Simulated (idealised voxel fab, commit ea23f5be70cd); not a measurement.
process module | voxel self aligned contacts
cross-section cut | 235 nm wide | cells 5 nm
A cross-section is a grid of square cells, given in bands from the top down. A band is one or more rows of cells.
Each band's line starts with the height of the band's top and of its bottom, in nm. Then come its materials from left to right, each with its width in nm. One material with "throughout" fills the band from edge to edge. "air" is empty space.
Height 0 is the level under which the wafer as received is all one material. The lowest band goes on downwards, as in "0 down".
A width such as "30 to 40" changes by the same amount from each row of cells to the next, from the band's top row to its bottom row.
"no change" after a step means that no cell of the cross-section changed.
closed voids: empty space of 8 cells or more with no open way to the top, each as width x height at its distance from the left edge, in nm
after a step's settings: what the simulator itself notes on the step
overlay nm, on a step with a mask: how far to the right of its planned place the mask lay; to the left if negative
plan
1 op RECEIVE | material Si
2 op OXIDIZE | depth nm 5
3 op DIRECTIONAL_DEP | material polySi | thk nm 20
4 op DIRECTIONAL_DEP | material SiN | thk nm 20
5 op MASKED_ETCH | tone cover | mask id GATE | width nm 30 | pitch nm 70 | etch materials SiN | depth nm 20 | overlay nm -15
6 op MASKED_ETCH | tone cover | mask id GATE | width nm 30 | pitch nm 70 | etch materials polySi | depth nm 20 | overlay nm 0
7 op CONFORMAL_DEP | material SiN | thk nm 10
8 op DIRECTIONAL_ETCH | etch materials SiN | depth nm 10
9 op FILL_DEP | material SiO2 | thk nm 10
10 op CMP | height nm 45
11 op DIRECTIONAL_DEP | material aC | thk nm 10
12 op PATTERN | tone open | mask id CONTACT | material resist | width nm 50 | thk nm 30 | overlay nm 0
13 op DIRECTIONAL_ETCH | etch materials aC | depth nm 10
14 op STRIP | etch materials resist
15 op DIRECTIONAL_ETCH | etch materials SiO2 | depth nm 50
16 op STRIP | etch materials aC
17 op CONFORMAL_DEP | material TiN | thk nm 5
18 op FILL_DEP | material Ru | thk nm 10
19 op CMP | height nm 45
20 op CONFORMAL_DEP | material SiN | thk nm 5
varied across the wafers: overlay nm of step 5. The plan shows the first wafer's value. All wafers start alike
first wafer as received, after step 1
  0 down: Si throughout
  closed voids: none
each wafer at the end: cells of each material gained (+) or lost (-) since it was received, then its closed voids
overlay nm -15 | +8 Ru | -47 Si | +159 SiN | +255 SiO2 | +23 TiN | +72 polySi | closed voids: none
overlay nm -10 | +8 Ru | -47 Si | +159 SiN | +258 SiO2 | +28 TiN | +64 polySi | closed voids: none
overlay nm -5 | +13 Ru | -47 Si | +159 SiN | +261 SiO2 | +28 TiN | +56 polySi | closed voids: none
overlay nm 0 | +18 Ru | -47 Si | +159 SiN | +264 SiO2 | +28 TiN | +48 polySi | closed voids: none
overlay nm 5 | +13 Ru | -47 Si | +159 SiN | +261 SiO2 | +28 TiN | +56 polySi | closed voids: none
overlay nm 10 | +8 Ru | -47 Si | +159 SiN | +258 SiO2 | +28 TiN | +64 polySi | closed voids: none
overlay nm 15 | +8 Ru | -47 Si | +159 SiN | +255 SiO2 | +23 TiN | +72 polySi | closed voids: none
